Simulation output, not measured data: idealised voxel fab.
voxel transistor to metal: a process module
For reference, the cross-section in this document is cut, with width 215 nm and square cells of 5 nm.
Think of the cross-section as a grid of square cells. We describe it in bands, top to bottom, and each band covers one or more rows of those cells. This entry defines a band. It first specifies the height of the band's top and the height of its bottom in nm, and then specifies the band's materials from left to right, stating each material with its width in nm. The word "all across" identifies a single material that fills the band from edge to edge, while the word "blank" identifies empty space. Height datum 0, below which the as-received substrate wafer is one material. Lowest band open at the bottom, running downward: "0 down". A width given as "30..40" starts at the first number in the band's top row and ends at the second number in its bottom row, shifting by an equal amount at every step from row to row. Key: "everything unchanged" - step with no changed cell in the cross-section. "Closed internal voids" specifies each empty space that is not open to the top and that occupies no fewer than 8 cells, using the form width x height at distance, the distance measured from the left edge and all three quantities in nm. It should be noted that, on the line of a given step, the content following the step's settings is a remark produced by the simulator itself with respect to that step. overlay nm: mask right of planned place by this much (step with mask). Neg. = left.
The steps planned for the process are as follows
| 1 | RECEIVE with material Si |
| 2 | OXIDIZE with depth nm 5 |
| 3 | CONFORMAL_DEP with material SiN, thk nm 15 |
| 4 | DIRECTIONAL_DEP with material aC, thk nm 10 |
| 5 | PATTERN with tone cover, mask id ACTIVE, material resist, width nm 115, thk nm 25, overlay nm 0 |
| 6 | DIRECTIONAL_ETCH with etch materials aC, depth nm 10 |
| 7 | STRIP with etch materials resist |
| 8 | DIRECTIONAL_ETCH with etch materials SiN, depth nm 15 |
| 9 | DIRECTIONAL_ETCH with etch materials SiO2, depth nm 5 |
| 10 | DIRECTIONAL_ETCH with etch materials Si, depth nm 25 |
| 11 | STRIP with etch materials aC |
| 12 | OXIDIZE with depth nm 5 |
| 13 | FILL_DEP with material SiO2, thk nm 15 |
| 14 | CMP with height nm 15 |
| 15 | SELECTIVE_ETCH with etch materials SiO2, depth nm 15 |
| 16 | STRIP with etch materials SiN |
| 17 | SELECTIVE_ETCH with etch materials SiO2, depth nm 5 |
| 18 | OXIDIZE with depth nm 5 |
| 19 | DIRECTIONAL_DEP with material polySi, thk nm 20 |
| 20 | DIRECTIONAL_DEP with material SiCN, thk nm 10 |
| 21 | PATTERN with tone cover, mask id GATE, material resist, width nm 25, thk nm 20, overlay nm 0 |
| 22 | DIRECTIONAL_ETCH with etch materials SiCN, depth nm 20 |
| 23 | DIRECTIONAL_ETCH with etch materials polySi, depth nm 30 |
| 24 | STRIP with etch materials resist |
| 25 | CONFORMAL_DEP with material SiN, thk nm 5 |
| 26 | DIRECTIONAL_ETCH with etch materials SiN, depth nm 5 |
| 27 | DIRECTIONAL_ETCH with etch materials SiO2, depth nm 5 |
| 28 | DIRECTIONAL_ETCH with etch materials Si, depth nm 15 |
| 29 | EPI with material SiGe, thk nm 15 |
| 30 | FILL_DEP with material SiO2, thk nm 10 |
| 31 | CMP with height nm 15 |
| 32 | STRIP with etch materials polySi |
| 33 | SELECTIVE_ETCH with etch materials SiO2, depth nm 5 |
| 34 | CONFORMAL_DEP with material HfO2, thk nm 5 |
| 35 | CONFORMAL_DEP with material TiN, thk nm 5 |
| 36 | FILL_DEP with material W, thk nm 10 |
| 37 | CMP with height nm 10 |
| 38 | DIRECTIONAL_DEP with material SiO2, thk nm 15 |
| 39 | PATTERN with tone open, mask id CONTACT, material resist, width nm 20, pitch nm 85, thk nm 20, overlay nm 0 |
| 40 | DIRECTIONAL_ETCH with etch materials SiO2, depth nm 35 |
| 41 | STRIP with etch materials resist |
| 42 | CONFORMAL_DEP with material TiN, thk nm 5 |
| 43 | FILL_DEP with material W, thk nm 10 |
| 44 | CMP with height nm 25 |
| 45 | DIRECTIONAL_DEP with material TiN, thk nm 5 |
| 46 | DIRECTIONAL_DEP with material Ru, thk nm 15 |
| 47 | PATTERN with tone cover, mask id METAL_1, material resist, width nm 20, pitch nm 85, thk nm 20, overlay nm 0 |
| 48 | DIRECTIONAL_ETCH with etch materials Ru, depth nm 15 |
| 49 | DIRECTIONAL_ETCH with etch materials TiN, depth nm 5 |
| 50 | STRIP with etch materials resist |
| 51 | CONFORMAL_DEP with material SiCN, thk nm 5 |
| 52 | FILL_DEP with material lowk, thk nm 10 |
| 53 | CMP with height nm 45 |
| 54 | CONFORMAL_DEP with material SiCN, thk nm 5 |
First of two wafers: run as planned
Cross-section of the incoming wafer, state after step 1
* 0 down = Si all across
* Closed internal voids: none
Cross-section of the wafer subsequent to step 2
* 0 to -5 = SiO2 all across
* Below a height of -5, the structure has not been altered.
Cross-section of the wafer subsequent to step 3
* 15 to 0 = SiN all across
* Below a height of 0, the structure has not been altered.
Cross-section of the wafer subsequent to step 4
* 25 to 15 = aC all across
* Below a height of 15, the structure has not been altered.
Cross-section of the wafer subsequent to step 5
* 50 to 25 = 50 of blank, 115 of resist, 50 of blank
* Below a height of 25, the structure has not been altered.
Cross-section of the wafer subsequent to step 6
* 40 to 25 = 50 of blank, 115 of resist, 50 of blank
* 25 to 15 = 50 of blank, 115 of aC, 50 of blank
* Below a height of 15, the structure has not been altered.
Cross-section of the wafer subsequent to step 7
* 25 to 15 = 50 of blank, 115 of aC, 50 of blank
* Below a height of 15, the structure has not been altered.
Cross-section of the wafer subsequent to step 8
* 25 to 15 = 50 of blank, 115 of aC, 50 of blank
* 15 to 0 = 50 of blank, 115 of SiN, 50 of blank
* Below a height of 0, the structure has not been altered.
Cross-section of the wafer subsequent to step 9
* 25 to 15 = 50 of blank, 115 of aC, 50 of blank
* 15 to 0 = 50 of blank, 115 of SiN, 50 of blank
* 0 to -5 = 50 of blank, 115 of SiO2, 50 of blank
* Below a height of -5, the structure has not been altered.
Cross-section of the wafer subsequent to step 10
* 25 to 15 = 50 of blank, 115 of aC, 50 of blank
* 15 to 0 = 50 of blank, 115 of SiN, 50 of blank
* 0 to -5 = 50 of blank, 115 of SiO2, 50 of blank
* -5 to -30 = 50 of blank, 115 of Si, 50 of blank
* Below a height of -30, the structure has not been altered.
Cross-section of the wafer subsequent to step 11
* 15 to 0 = 50 of blank, 115 of SiN, 50 of blank
* Below a height of 0, the structure has not been altered.
Cross-section of the wafer subsequent to step 12
* 15 to 0 = 50 of blank, 115 of SiN, 50 of blank
* 0 to -5 = 50 of blank, 115 of SiO2, 50 of blank
* -5 to -30 = 50 of blank, 5 of SiO2, 105 of Si, 5 of SiO2, 50 of blank
* -30 to -35 = 55 of SiO2, 105 of Si, 55 of SiO2
* Below a height of -35, the structure has not been altered.
Cross-section of the wafer subsequent to step 13
* 30 to 15 = SiO2 all across
* 15 to 0 = 50 of SiO2, 115 of SiN, 50 of SiO2
* 0 to -5 = SiO2 all across
* -5 to -35 = 55 of SiO2, 105 of Si, 55 of SiO2
* Below a height of -35, the structure has not been altered.
Cross-section of the wafer subsequent to step 14
* 15 to 0 = 50 of SiO2, 115 of SiN, 50 of SiO2
* Below a height of 0, the structure has not been altered.
Cross-section of the wafer subsequent to step 15
* 15 to 0 = 50 of blank, 115 of SiN, 50 of blank
* Below a height of 0, the structure has not been altered.
Cross-section of the wafer subsequent to step 16
* 0 to -5 = SiO2 all across
* Below a height of -5, the structure has not been altered.
Cross-section of the wafer subsequent to step 17
* -5 to -35 = 55 of SiO2, 105 of Si, 55 of SiO2
* Below a height of -35, the structure has not been altered.
Cross-section of the wafer subsequent to step 18
* -5 to -10 = SiO2 all across
* Below a height of -10, the structure has not been altered.
Cross-section of the wafer subsequent to step 19
* 15 to -5 = polySi all across
* Below a height of -5, the structure has not been altered.
Cross-section of the wafer subsequent to step 20
* 25 to 15 = SiCN all across
* Below a height of 15, the structure has not been altered.
Cross-section of the wafer subsequent to step 21
* 45 to 25 = 95 of blank, 25 of resist, 95 of blank
* Below a height of 25, the structure has not been altered.
Cross-section of the wafer subsequent to step 22
* 45 to 25 = 95 of blank, 25 of resist, 95 of blank
* 25 to 15 = 95 of blank, 25 of SiCN, 95 of blank
* Below a height of 15, the structure has not been altered.
Cross-section of the wafer subsequent to step 23
* 45 to 25 = 95 of blank, 25 of resist, 95 of blank
* 25 to 15 = 95 of blank, 25 of SiCN, 95 of blank
* 15 to -5 = 95 of blank, 25 of polySi, 95 of blank
* Below a height of -5, the structure has not been altered.
Cross-section of the wafer subsequent to step 24
* 25 to 15 = 95 of blank, 25 of SiCN, 95 of blank
* Below a height of 15, the structure has not been altered.
Cross-section of the wafer subsequent to step 25
* 30 to 25 = 90 of blank, 35 of SiN, 90 of blank
* 25 to 15 = 90 of blank, 5 of SiN, 25 of SiCN, 5 of SiN, 90 of blank
* 15 to 0 = 90 of blank, 5 of SiN, 25 of polySi, 5 of SiN, 90 of blank
* 0 to -5 = 95 of SiN, 25 of polySi, 95 of SiN
* Below a height of -5, the structure has not been altered.
Cross-section of the wafer subsequent to step 26
* 25 to 15 = 90 of blank, 5 of SiN, 25 of SiCN, 5 of SiN, 90 of blank
* 15 to -5 = 90 of blank, 5 of SiN, 25 of polySi, 5 of SiN, 90 of blank
* Below a height of -5, the structure has not been altered.
Cross-section of the wafer subsequent to step 27
* 25 to 15 = 90 of blank, 5 of SiN, 25 of SiCN, 5 of SiN, 90 of blank
* 15 to -5 = 90 of blank, 5 of SiN, 25 of polySi, 5 of SiN, 90 of blank
* -5 to -10 = 90 of blank, 35 of SiO2, 90 of blank
* Below a height of -10, the structure has not been altered.
Cross-section of the wafer subsequent to step 28
* 25 to 15 = 90 of blank, 5 of SiN, 25 of SiCN, 5 of SiN, 90 of blank
* 15 to -5 = 90 of blank, 5 of SiN, 25 of polySi, 5 of SiN, 90 of blank
* -5 to -10 = 90 of blank, 35 of SiO2, 90 of blank
* -10 to -25 = 55 of SiO2, 35 of blank, 35 of Si, 35 of blank, 55 of SiO2
* Below a height of -25, the structure has not been altered.
Cross-section of the wafer subsequent to step 29
* 25 to 15 = 90 of blank, 5 of SiN, 25 of SiCN, 5 of SiN, 90 of blank
* 15 to 5 = 90 of blank, 5 of SiN, 25 of polySi, 5 of SiN, 90 of blank
* 5 to -5 = 75 of blank, 15 of SiGe, 5 of SiN, 25 of polySi, 5 of SiN, 15 of SiGe, 75 of blank
* -5 to -10 = 75 of blank, 15 of SiGe, 35 of SiO2, 15 of SiGe, 75 of blank
* -10 to -25 = 55 of SiO2, 35 of SiGe, 35 of Si, 35 of SiGe, 55 of SiO2
* Below a height of -25, the structure has not been altered.
Cross-section of the wafer subsequent to step 30
* 35 to 25 = SiO2 all across
* 25 to 15 = 90 of SiO2, 5 of SiN, 25 of SiCN, 5 of SiN, 90 of SiO2
* 15 to 5 = 90 of SiO2, 5 of SiN, 25 of polySi, 5 of SiN, 90 of SiO2
* 5 to -5 = 75 of SiO2, 15 of SiGe, 5 of SiN, 25 of polySi, 5 of SiN, 15 of SiGe, 75 of SiO2
* -5 to -10 = 75 of SiO2, 15 of SiGe, 35 of SiO2, 15 of SiGe, 75 of SiO2
* Below a height of -10, the structure has not been altered.
Cross-section of the wafer subsequent to step 31
* 15 to 5 = 90 of SiO2, 5 of SiN, 25 of polySi, 5 of SiN, 90 of SiO2
* Below a height of 5, the structure has not been altered.
Cross-section of the wafer subsequent to step 32
* 15 to 5 = 90 of SiO2, 5 of SiN, 25 of blank, 5 of SiN, 90 of SiO2
* 5 to -5 = 75 of SiO2, 15 of SiGe, 5 of SiN, 25 of blank, 5 of SiN, 15 of SiGe, 75 of SiO2
* Below a height of -5, the structure has not been altered.
Cross-section of the wafer subsequent to step 33
* 15 to 10 = 90 of blank, 5 of SiN, 25 of blank, 5 of SiN, 90 of blank
* 10 to 5 = 90 of SiO2, 5 of SiN, 25 of blank, 5 of SiN, 90 of SiO2
* 5 to -5 = 75 of SiO2, 15 of SiGe, 5 of SiN, 25 of blank, 5 of SiN, 15 of SiGe, 75 of SiO2
* -5 to -10 = 75 of SiO2, 15 of SiGe, 35 of blank, 15 of SiGe, 75 of SiO2
* Below a height of -10, the structure has not been altered.
Cross-section of the wafer subsequent to step 34
* 20 to 15 = 85 of blank, 15 of HfO2, 15 of blank, 15 of HfO2, 85 of blank
* 15 to 10 = 90 of HfO2, 5 of SiN, 5 of HfO2, 15 of blank, 5 of HfO2, 5 of SiN, 90 of HfO2
* 10 to 5 = 90 of SiO2, 5 of SiN, 5 of HfO2, 15 of blank, 5 of HfO2, 5 of SiN, 90 of SiO2
* 5 to -5 = 75 of SiO2, 15 of SiGe, 5 of SiN, 5 of HfO2, 15 of blank, 5 of HfO2, 5 of SiN, 15 of SiGe, 75 of SiO2
* -5 to -10 = 75 of SiO2, 15 of SiGe, 35 of HfO2, 15 of SiGe, 75 of SiO2
* Below a height of -10, the structure has not been altered.
Cross-section of the wafer subsequent to step 35
* 25 to 20 = 80 of blank, 25 of TiN, 5 of blank, 25 of TiN, 80 of blank
* 20 to 15 = 85 of TiN, 15 of HfO2, 5 of TiN, 5 of blank, 5 of TiN, 15 of HfO2, 85 of TiN
* 15 to 10 = 90 of HfO2, 5 of SiN, 5 of HfO2, 5 of TiN, 5 of blank, 5 of TiN, 5 of HfO2, 5 of SiN, 90 of HfO2
* 10 to 5 = 90 of SiO2, 5 of SiN, 5 of HfO2, 5 of TiN, 5 of blank, 5 of TiN, 5 of HfO2, 5 of SiN, 90 of SiO2
* 5 to 0 = 75 of SiO2, 15 of SiGe, 5 of SiN, 5 of HfO2, 5 of TiN, 5 of blank, 5 of TiN, 5 of HfO2, 5 of SiN, 15 of SiGe, 75 of SiO2
* 0 to -5 = 75 of SiO2, 15 of SiGe, 5 of SiN, 5 of HfO2, 15 of TiN, 5 of HfO2, 5 of SiN, 15 of SiGe, 75 of SiO2
* Below a height of -5, the structure has not been altered.
Cross-section of the wafer subsequent to step 36
* 35 to 25 = W all across
* 25 to 20 = 80 of W, 25 of TiN, 5 of W, 25 of TiN, 80 of W
* 20 to 15 = 85 of TiN, 15 of HfO2, 5 of TiN, 5 of W, 5 of TiN, 15 of HfO2, 85 of TiN
* 15 to 10 = 90 of HfO2, 5 of SiN, 5 of HfO2, 5 of TiN, 5 of W, 5 of TiN, 5 of HfO2, 5 of SiN, 90 of HfO2
* 10 to 5 = 90 of SiO2, 5 of SiN, 5 of HfO2, 5 of TiN, 5 of W, 5 of TiN, 5 of HfO2, 5 of SiN, 90 of SiO2
* 5 to 0 = 75 of SiO2, 15 of SiGe, 5 of SiN, 5 of HfO2, 5 of TiN, 5 of W, 5 of TiN, 5 of HfO2, 5 of SiN, 15 of SiGe, 75 of SiO2
* Below a height of 0, the structure has not been altered.
Cross-section of the wafer subsequent to step 37
* 10 to 5 = 90 of SiO2, 5 of SiN, 5 of HfO2, 5 of TiN, 5 of W, 5 of TiN, 5 of HfO2, 5 of SiN, 90 of SiO2
* Below a height of 5, the structure has not been altered.
Cross-section of the wafer subsequent to step 38
* 25 to 10 = SiO2 all across
* Below a height of 10, the structure has not been altered.
Cross-section of the wafer subsequent to step 39
* 45 to 25 = 55 of resist, 20 of blank, 65 of resist, 20 of blank, 55 of resist
* Below a height of 25, the structure has not been altered.
Cross-section of the wafer subsequent to step 40
* 45 to 25 = 55 of resist, 20 of blank, 65 of resist, 20 of blank, 55 of resist
* 25 to 10 = 55 of SiO2, 20 of blank, 65 of SiO2, 20 of blank, 55 of SiO2
* 10 to 5 = 55 of SiO2, 20 of blank, 15 of SiO2, 5 of SiN, 5 of HfO2, 5 of TiN, 5 of W, 5 of TiN, 5 of HfO2, 5 of SiN, 15 of SiO2, 20 of blank, 55 of SiO2
* 5 to 0 = 55 of SiO2, 20 of blank, 15 of SiGe, 5 of SiN, 5 of HfO2, 5 of TiN, 5 of W, 5 of TiN, 5 of HfO2, 5 of SiN, 15 of SiGe, 20 of blank, 55 of SiO2
* 0 to -5 = 55 of SiO2, 20 of blank, 15 of SiGe, 5 of SiN, 5 of HfO2, 15 of TiN, 5 of HfO2, 5 of SiN, 15 of SiGe, 20 of blank, 55 of SiO2
* -5 to -10 = 55 of SiO2, 20 of blank, 15 of SiGe, 35 of HfO2, 15 of SiGe, 20 of blank, 55 of SiO2
* Below a height of -10, the structure has not been altered.
Cross-section of the wafer subsequent to step 41
* 25 to 10 = 55 of SiO2, 20 of blank, 65 of SiO2, 20 of blank, 55 of SiO2
* Below a height of 10, the structure has not been altered.
Cross-section of the wafer subsequent to step 42
* 30 to 25 = 60 of TiN, 10 of blank, 75 of TiN, 10 of blank, 60 of TiN
* 25 to 10 = 55 of SiO2, 5 of TiN, 10 of blank, 5 of TiN, 65 of SiO2, 5 of TiN, 10 of blank, 5 of TiN, 55 of SiO2
* 10 to 5 = 55 of SiO2, 5 of TiN, 10 of blank, 5 of TiN, 15 of SiO2, 5 of SiN, 5 of HfO2, 5 of TiN, 5 of W, 5 of TiN, 5 of HfO2, 5 of SiN, 15 of SiO2, 5 of TiN, 10 of blank, 5 of TiN, 55 of SiO2
* 5 to 0 = 55 of SiO2, 5 of TiN, 10 of blank, 5 of TiN, 15 of SiGe, 5 of SiN, 5 of HfO2, 5 of TiN, 5 of W, 5 of TiN, 5 of HfO2, 5 of SiN, 15 of SiGe, 5 of TiN, 10 of blank, 5 of TiN, 55 of SiO2
* 0 to -5 = 55 of SiO2, 5 of TiN, 10 of blank, 5 of TiN, 15 of SiGe, 5 of SiN, 5 of HfO2, 15 of TiN, 5 of HfO2, 5 of SiN, 15 of SiGe, 5 of TiN, 10 of blank, 5 of TiN, 55 of SiO2
* -5 to -10 = 55 of SiO2, 20 of TiN, 15 of SiGe, 35 of HfO2, 15 of SiGe, 20 of TiN, 55 of SiO2
* Below a height of -10, the structure has not been altered.
Cross-section of the wafer subsequent to step 43
* 40 to 30 = W all across
* 30 to 25 = 60 of TiN, 10 of W, 75 of TiN, 10 of W, 60 of TiN
* 25 to 10 = 55 of SiO2, 5 of TiN, 10 of W, 5 of TiN, 65 of SiO2, 5 of TiN, 10 of W, 5 of TiN, 55 of SiO2
* 10 to 5 = 55 of SiO2, 5 of TiN, 10 of W, 5 of TiN, 15 of SiO2, 5 of SiN, 5 of HfO2, 5 of TiN, 5 of W, 5 of TiN, 5 of HfO2, 5 of SiN, 15 of SiO2, 5 of TiN, 10 of W, 5 of TiN, 55 of SiO2
* 5 to 0 = 55 of SiO2, 5 of TiN, 10 of W, 5 of TiN, 15 of SiGe, 5 of SiN, 5 of HfO2, 5 of TiN, 5 of W, 5 of TiN, 5 of HfO2, 5 of SiN, 15 of SiGe, 5 of TiN, 10 of W, 5 of TiN, 55 of SiO2
* 0 to -5 = 55 of SiO2, 5 of TiN, 10 of W, 5 of TiN, 15 of SiGe, 5 of SiN, 5 of HfO2, 15 of TiN, 5 of HfO2, 5 of SiN, 15 of SiGe, 5 of TiN, 10 of W, 5 of TiN, 55 of SiO2
* Below a height of -5, the structure has not been altered.
Cross-section of the wafer subsequent to step 44
* 25 to 10 = 55 of SiO2, 5 of TiN, 10 of W, 5 of TiN, 65 of SiO2, 5 of TiN, 10 of W, 5 of TiN, 55 of SiO2
* Below a height of 10, the structure has not been altered.
Cross-section of the wafer subsequent to step 45
* 30 to 25 = TiN all across
* Below a height of 25, the structure has not been altered.
Cross-section of the wafer subsequent to step 46
* 45 to 30 = Ru all across
* Below a height of 30, the structure has not been altered.
Cross-section of the wafer subsequent to step 47
* 65 to 45 = 55 of blank, 20 of resist, 65 of blank, 20 of resist, 55 of blank
* Below a height of 45, the structure has not been altered.
Cross-section of the wafer subsequent to step 48
* 65 to 45 = 55 of blank, 20 of resist, 65 of blank, 20 of resist, 55 of blank
* 45 to 30 = 55 of blank, 20 of Ru, 65 of blank, 20 of Ru, 55 of blank
* Below a height of 30, the structure has not been altered.
Cross-section of the wafer subsequent to step 49
* 65 to 45 = 55 of blank, 20 of resist, 65 of blank, 20 of resist, 55 of blank
* 45 to 30 = 55 of blank, 20 of Ru, 65 of blank, 20 of Ru, 55 of blank
* 30 to 25 = 55 of blank, 20 of TiN, 65 of blank, 20 of TiN, 55 of blank
* Below a height of 25, the structure has not been altered.
Cross-section of the wafer subsequent to step 50
* 45 to 30 = 55 of blank, 20 of Ru, 65 of blank, 20 of Ru, 55 of blank
* Below a height of 30, the structure has not been altered.
Cross-section of the wafer subsequent to step 51
* 50 to 45 = 50 of blank, 30 of SiCN, 55 of blank, 30 of SiCN, 50 of blank
* 45 to 30 = 50 of blank, 5 of SiCN, 20 of Ru, 5 of SiCN, 55 of blank, 5 of SiCN, 20 of Ru, 5 of SiCN, 50 of blank
* 30 to 25 = 55 of SiCN, 20 of TiN, 65 of SiCN, 20 of TiN, 55 of SiCN
* Below a height of 25, the structure has not been altered.
Cross-section of the wafer subsequent to step 52
* 60 to 50 = lowk all across
* 50 to 45 = 50 of lowk, 30 of SiCN, 55 of lowk, 30 of SiCN, 50 of lowk
* 45 to 30 = 50 of lowk, 5 of SiCN, 20 of Ru, 5 of SiCN, 55 of lowk, 5 of SiCN, 20 of Ru, 5 of SiCN, 50 of lowk
* Below a height of 30, the structure has not been altered.
Cross-section of the wafer subsequent to step 53
* 45 to 30 = 50 of lowk, 5 of SiCN, 20 of Ru, 5 of SiCN, 55 of lowk, 5 of SiCN, 20 of Ru, 5 of SiCN, 50 of lowk
* Below a height of 30, the structure has not been altered.
Cross-section of the wafer subsequent to step 54
* 50 to 45 = SiCN all across
* Below a height of 45, the structure has not been altered.
The second wafer was prepared from the same starting point and under the same plan as the first; its processing contained one mistake, and it remains indistinguishable from the first wafer up to and including step 46
Second wafer profile in section, at the moment step 47 of the plan was meant to be complete
* 65 to 45 = 50 of blank, 20 of resist, 65 of blank, 20 of resist, 60 of blank
* Below a height of 45, the structure has not been altered.
Second wafer profile in section, at the moment step 48 of the plan was meant to be complete
* 65 to 45 = 50 of blank, 20 of resist, 65 of blank, 20 of resist, 60 of blank
* 45 to 30 = 50 of blank, 20 of Ru, 65 of blank, 20 of Ru, 60 of blank
* Below a height of 30, the structure has not been altered.
Second wafer profile in section, at the moment step 49 of the plan was meant to be complete
* 65 to 45 = 50 of blank, 20 of resist, 65 of blank, 20 of resist, 60 of blank
* 45 to 30 = 50 of blank, 20 of Ru, 65 of blank, 20 of Ru, 60 of blank
* 30 to 25 = 50 of blank, 20 of TiN, 65 of blank, 20 of TiN, 60 of blank
* Below a height of 25, the structure has not been altered.
Second wafer profile in section, at the moment step 50 of the plan was meant to be complete
* 45 to 30 = 50 of blank, 20 of Ru, 65 of blank, 20 of Ru, 60 of blank
* Below a height of 30, the structure has not been altered.
Second wafer profile in section, at the moment step 51 of the plan was meant to be complete
* 50 to 45 = 45 of blank, 30 of SiCN, 55 of blank, 30 of SiCN, 55 of blank
* 45 to 30 = 45 of blank, 5 of SiCN, 20 of Ru, 5 of SiCN, 55 of blank, 5 of SiCN, 20 of Ru, 5 of SiCN, 55 of blank
* 30 to 25 = 50 of SiCN, 20 of TiN, 65 of SiCN, 20 of TiN, 60 of SiCN
* Below a height of 25, the structure has not been altered.
Second wafer profile in section, at the moment step 52 of the plan was meant to be complete
* 60 to 50 = lowk all across
* 50 to 45 = 45 of lowk, 30 of SiCN, 55 of lowk, 30 of SiCN, 55 of lowk
* 45 to 30 = 45 of lowk, 5 of SiCN, 20 of Ru, 5 of SiCN, 55 of lowk, 5 of SiCN, 20 of Ru, 5 of SiCN, 55 of lowk
* Below a height of 30, the structure has not been altered.
Second wafer profile in section, at the moment step 53 of the plan was meant to be complete
* 45 to 30 = 45 of lowk, 5 of SiCN, 20 of Ru, 5 of SiCN, 55 of lowk, 5 of SiCN, 20 of Ru, 5 of SiCN, 55 of lowk
* Below a height of 30, the structure has not been altered.
Second wafer profile in section, at the moment step 54 of the plan was meant to be complete
* 50 to 45 = SiCN all across
* Below a height of 45, the structure has not been altered.
Against the plan, the run slipped here: step 47 off recipe, ran as PATTERN with tone cover, mask id METAL_1, material resist, width nm 20, pitch nm 85, thk nm 20, overlay nm -5
Heads up: at the end the two wafers have identical cell counts per material, they're just laid out differently.
